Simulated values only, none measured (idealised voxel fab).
process module | voxel local oxidation
cross-section cut | 150 nm wide | cells 5 nm
A cross-section is a grid of square cells, given in bands from the top down. A band is one or more rows of cells.
Each band's line starts with the height of the band's top and of its bottom, in nm. Then come its materials from left to right, each with its width in nm. One material with "throughout" fills the band from edge to edge. "air" is empty space.
Height 0 is the level under which the wafer as received is all one material. The lowest band goes on downwards, as in "0 down".
A width such as "30 to 40" changes by the same amount from each row of cells to the next, from the band's top row to its bottom row.
"no change" after a step means that no cell of the cross-section changed.
closed voids: empty space of 8 cells or more with no open way to the top, each as width x height at its distance from the left edge, in nm
after a step's settings: what the simulator itself notes on the step
overlay nm, on a step with a mask: how far to the right of its planned place the mask lay; to the left if negative
plan
1 op RECEIVE | material Si
2 op CONFORMAL_DEP | material SiO2 | thk nm 5
3 op CONFORMAL_DEP | material SiN | thk nm 10
4 op MASKED_ETCH | tone cover | mask id ACTIVE | width nm 90 | etch materials SiN | depth nm 10 | overlay nm 0
5 op SELECTIVE_ETCH | etch materials SiO2 | depth nm 5
6 op OXIDIZE | depth nm 15
7 op STRIP | etch materials SiN
as received, after step 1
  0 down: Si throughout
  closed voids: none
a wafer at the end: this start, this plan, one mistake
  15 to 5: air 30 | SiN 90 | air 30
  5 to 0: air 35 | SiO2 80 | air 35
  0 to -15: SiO2 50 | Si 50 | SiO2 50
  -15 down: Si throughout
  closed voids: none
what went wrong: step 7 was left out
